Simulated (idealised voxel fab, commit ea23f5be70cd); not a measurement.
Title: Process Module voxel gate over fins
Section shown: cut. Width: 250 nm. Cell size: 5 nm, square.
Cross-section layout: square cells on a grid; listed as bands, top to bottom; a band spans one or more cell rows.
In this notation a band is specified by the heights of its top and bottom, in that order and in nm, after which its materials appear from left to right, each paired with its width in nm. The word "full width" attached to a single material means that material fills the band from edge to edge; the word "air" stands for empty space.
Zero point of the height axis is 0; under it, received wafer = one material. Lowest band: continues down indefinitely, "0 nm and below".
Width spec "30 to 40" -> top row of cells at first value, bottom row at second value, equal per-row change in between.
"remained unchanged" means the step left every cell of the cross-section as it was.
Reported under the label "Enclosed voids" are the empty spaces having no open way to the top and comprising 8 cells or more; the notation for each is width x height at distance, in which the distance is measured from the left edge and all three values are in nm.
Whatever follows a step's settings on its line is a remark the simulator itself makes about that step.
Each step line may optionally specify "overlay nm", which for a step with a mask gives the rightward distance between the mask's planned place and where it lay, a negative value indicating the leftward direction.

**Intended process steps**
step 1: op RECEIVE | material Si
step 2: op CONFORMAL_DEP | material SiN | thk nm 10
step 3: op DIRECTIONAL_DEP | material aC | thk nm 15
step 4: op PATTERN | tone cover | mask id FINS | material resist | width nm 15 | pitch nm 35 | thk nm 30 | overlay nm 0
step 5: op DIRECTIONAL_ETCH | etch materials aC | depth nm 15
step 6: op STRIP | etch materials resist
step 7: op DIRECTIONAL_ETCH | etch materials SiN | depth nm 10
step 8: op DIRECTIONAL_ETCH | etch materials Si | depth nm 40
step 9: op STRIP | etch materials aC
step 10: op FILL_DEP | material SiO2 | thk nm 15
step 11: op CMP | height nm 10
step 12: op SELECTIVE_ETCH | etch materials SiO2 | depth nm 25
step 13: op STRIP | etch materials SiN
step 14: op CONFORMAL_DEP | material HfO2 | thk nm 5
step 15: op CONFORMAL_DEP | material TiN | thk nm 5
step 16: op CONFORMAL_DEP | material TiAl | thk nm 5
step 17: op CONFORMAL_DEP | material TiN | thk nm 5
step 18: op FILL_DEP | material W | thk nm 15
step 19: op CMP | height nm 30
step 20: op CONFORMAL_DEP | material SiN | thk nm 5

**Account of the first of two wafers, which was processed as intended**

**Here's what the wafer looked like in cross-section when it arrived - that's after step 1**
  0 nm and below = Si full width
  Enclosed voids: none

**The wafer, seen in cross-section, after step 2**
  10 nm to 0 nm = SiN full width
  Nothing below the height 0 has changed.

**The wafer, seen in cross-section, after step 3**
  25 nm to 10 nm = aC full width
  Nothing below the height 10 has changed.

**The wafer, seen in cross-section, after step 4**
  55 nm to 25 nm = air (100); resist (15); air (20); resist (15); air (100)
  Nothing below the height 25 has changed.

**The wafer, seen in cross-section, after step 5**
  40 nm to 25 nm = air (100); resist (15); air (20); resist (15); air (100)
  25 nm to 10 nm = air (100); aC (15); air (20); aC (15); air (100)
  Nothing below the height 10 has changed.

**The wafer, seen in cross-section, after step 6**
  25 nm to 10 nm = air (100); aC (15); air (20); aC (15); air (100)
  Nothing below the height 10 has changed.

**The wafer, seen in cross-section, after step 7**
  25 nm to 10 nm = air (100); aC (15); air (20); aC (15); air (100)
  10 nm to 0 nm = air (100); SiN (15); air (20); SiN (15); air (100)
  Nothing below the height 0 has changed.

**The wafer, seen in cross-section, after step 8**
  25 nm to 10 nm = air (100); aC (15); air (20); aC (15); air (100)
  10 nm to 0 nm = air (100); SiN (15); air (20); SiN (15); air (100)
  0 nm to -40 nm = air (100); Si (15); air (20); Si (15); air (100)
  Nothing below the height -40 has changed.

**The wafer, seen in cross-section, after step 9**
  10 nm to 0 nm = air (100); SiN (15); air (20); SiN (15); air (100)
  Nothing below the height 0 has changed.

**The wafer, seen in cross-section, after step 10**
  25 nm to 10 nm = SiO2 full width
  10 nm to 0 nm = SiO2 (100); SiN (15); SiO2 (20); SiN (15); SiO2 (100)
  0 nm to -40 nm = SiO2 (100); Si (15); SiO2 (20); Si (15); SiO2 (100)
  Nothing below the height -40 has changed.

**The wafer, seen in cross-section, after step 11**
  10 nm to 0 nm = SiO2 (100); SiN (15); SiO2 (20); SiN (15); SiO2 (100)
  Nothing below the height 0 has changed.

**The wafer, seen in cross-section, after step 12**
  10 nm to 0 nm = air (100); SiN (15); air (20); SiN (15); air (100)
  0 nm to -15 nm = air (100); Si (15); air (20); Si (15); air (100)
  Nothing below the height -15 has changed.

**The wafer, seen in cross-section, after step 13**
  0 nm to -15 nm = air (100); Si (15); air (20); Si (15); air (100)
  Nothing below the height -15 has changed.

**The wafer, seen in cross-section, after step 14**
  5 nm to 0 nm = air (95); HfO2 (25); air (10); HfO2 (25); air (95)
  0 nm to -10 nm = air (95); HfO2 (5); Si (15); HfO2 (5); air (10); HfO2 (5); Si (15); HfO2 (5); air (95)
  -10 nm to -15 nm = HfO2 (100); Si (15); HfO2 (20); Si (15); HfO2 (100)
  Nothing below the height -15 has changed.

**The wafer, seen in cross-section, after step 15**
  10 nm to 5 nm = air (90); TiN (70); air (90)
  5 nm to 0 nm = air (90); TiN (5); HfO2 (25); TiN (10); HfO2 (25); TiN (5); air (90)
  0 nm to -5 nm = air (90); TiN (5); HfO2 (5); Si (15); HfO2 (5); TiN (10); HfO2 (5); Si (15); HfO2 (5); TiN (5); air (90)
  -5 nm to -10 nm = TiN (95); HfO2 (5); Si (15); HfO2 (5); TiN (10); HfO2 (5); Si (15); HfO2 (5); TiN (95)
  Nothing below the height -10 has changed.

**The wafer, seen in cross-section, after step 16**
  15 nm to 10 nm = air (85); TiAl (80); air (85)
  10 nm to 5 nm = air (85); TiAl (5); TiN (70); TiAl (5); air (85)
  5 nm to 0 nm = air (85); TiAl (5); TiN (5); HfO2 (25); TiN (10); HfO2 (25); TiN (5); TiAl (5); air (85)
  0 nm to -5 nm = TiAl (90); TiN (5); HfO2 (5); Si (15); HfO2 (5); TiN (10); HfO2 (5); Si (15); HfO2 (5); TiN (5); TiAl (90)
  Nothing below the height -5 has changed.

**The wafer, seen in cross-section, after step 17**
  20 nm to 15 nm = air (80); TiN (90); air (80)
  15 nm to 10 nm = air (80); TiN (5); TiAl (80); TiN (5); air (80)
  10 nm to 5 nm = air (80); TiN (5); TiAl (5); TiN (70); TiAl (5); TiN (5); air (80)
  5 nm to 0 nm = TiN (85); TiAl (5); TiN (5); HfO2 (25); TiN (10); HfO2 (25); TiN (5); TiAl (5); TiN (85)
  Nothing below the height 0 has changed.

**The wafer, seen in cross-section, after step 18**
  35 nm to 20 nm = W full width
  20 nm to 15 nm = W (80); TiN (90); W (80)
  15 nm to 10 nm = W (80); TiN (5); TiAl (80); TiN (5); W (80)
  10 nm to 5 nm = W (80); TiN (5); TiAl (5); TiN (70); TiAl (5); TiN (5); W (80)
  Nothing below the height 5 has changed.

**The wafer, seen in cross-section, after step 19**
  30 nm to 20 nm = W full width
  Nothing below the height 20 has changed.

**The wafer, seen in cross-section, after step 20**
  35 nm to 30 nm = SiN full width
  Nothing below the height 30 has changed.

**Here the second wafer is described. Its start and its plan were those of the first wafer. Its run contained one mistake. Up to and including step 3, it did exactly what the first wafer did**

**Second wafer cross-section, taken as of the time the plan sets for step 4 to be done**
  55 nm to 25 nm = resist (100); air (15); resist (20); air (15); resist (100)
  Nothing below the height 25 has changed.

**Second wafer cross-section, taken as of the time the plan sets for step 5 to be done**
  40 nm to 25 nm = resist (100); air (15); resist (20); air (15); resist (100)
  25 nm to 10 nm = aC (100); air (15); aC (20); air (15); aC (100)
  Nothing below the height 10 has changed.

**Second wafer cross-section, taken as of the time the plan sets for step 6 to be done**
  25 nm to 10 nm = aC (100); air (15); aC (20); air (15); aC (100)
  Nothing below the height 10 has changed.

**Second wafer cross-section, taken as of the time the plan sets for step 7 to be done**
  25 nm to 10 nm = aC (100); air (15); aC (20); air (15); aC (100)
  10 nm to 0 nm = SiN (100); air (15); SiN (20); air (15); SiN (100)
  Nothing below the height 0 has changed.

**Second wafer cross-section, taken as of the time the plan sets for step 8 to be done**
  25 nm to 10 nm = aC (100); air (15); aC (20); air (15); aC (100)
  10 nm to 0 nm = SiN (100); air (15); SiN (20); air (15); SiN (100)
  0 nm to -40 nm = Si (100); air (15); Si (20); air (15); Si (100)
  Nothing below the height -40 has changed.

**Second wafer cross-section, taken as of the time the plan sets for step 9 to be done**
  10 nm to 0 nm = SiN (100); air (15); SiN (20); air (15); SiN (100)
  Nothing below the height 0 has changed.

**Second wafer cross-section, taken as of the time the plan sets for step 10 to be done**
  25 nm to 10 nm = SiO2 full width
  10 nm to 0 nm = SiN (100); SiO2 (15); SiN (20); SiO2 (15); SiN (100)
  0 nm to -40 nm = Si (100); SiO2 (15); Si (20); SiO2 (15); Si (100)
  Nothing below the height -40 has changed.

**Second wafer cross-section, taken as of the time the plan sets for step 11 to be done**
  10 nm to 0 nm = SiN (100); SiO2 (15); SiN (20); SiO2 (15); SiN (100)
  Nothing below the height 0 has changed.

**Second wafer cross-section, taken as of the time the plan sets for step 12 to be done**
  10 nm to 0 nm = SiN (100); air (15); SiN (20); air (15); SiN (100)
  0 nm to -15 nm = Si (100); air (15); Si (20); air (15); Si (100)
  Nothing below the height -15 has changed.

**Second wafer cross-section, taken as of the time the plan sets for step 13 to be done**
  0 nm to -15 nm = Si (100); air (15); Si (20); air (15); Si (100)
  Nothing below the height -15 has changed.

**Second wafer cross-section, taken as of the time the plan sets for step 14 to be done**
  5 nm to 0 nm = HfO2 (105); air (5); HfO2 (30); air (5); HfO2 (105)
  0 nm to -10 nm = Si (100); HfO2 (5); air (5); HfO2 (5); Si (20); HfO2 (5); air (5); HfO2 (5); Si (100)
  -10 nm to -15 nm = Si (100); HfO2 (15); Si (20); HfO2 (15); Si (100)
  Nothing below the height -15 has changed.

**Second wafer cross-section, taken as of the time the plan sets for step 15 to be done**
  10 nm to 5 nm = TiN full width
  5 nm to 0 nm = HfO2 (105); TiN (5); HfO2 (30); TiN (5); HfO2 (105)
  0 nm to -10 nm = Si (100); HfO2 (5); TiN (5); HfO2 (5); Si (20); HfO2 (5); TiN (5); HfO2 (5); Si (100)
  Nothing below the height -10 has changed.

**Second wafer cross-section, taken as of the time the plan sets for step 16 to be done**
  15 nm to 10 nm = TiAl full width
  Nothing below the height 10 has changed.

**Second wafer cross-section, taken as of the time the plan sets for step 17 to be done**
  20 nm to 15 nm = TiN full width
  Nothing below the height 15 has changed.

**Second wafer cross-section, taken as of the time the plan sets for step 18 to be done**
  35 nm to 20 nm = W full width
  Nothing below the height 20 has changed.

**Second wafer cross-section, taken as of the time the plan sets for step 19 to be done**
  30 nm to 20 nm = W full width
  Nothing below the height 20 has changed.

**Second wafer cross-section, taken as of the time the plan sets for step 20 to be done**
  35 nm to 30 nm = SiN full width
  Nothing below the height 30 has changed.
Short version of what went wrong: step 4 off recipe, ran as op PATTERN | tone open | mask id FINS | material resist | width nm 15 | pitch nm 35 | thk nm 30 | overlay nm 0
In the final state, the cell counts of the second wafer exceed or fall short of those of the first for the following materials: Si: 304 more | SiO2: 190 fewer | TiAl: 6 fewer | TiN: 12 fewer | W: 96 fewer
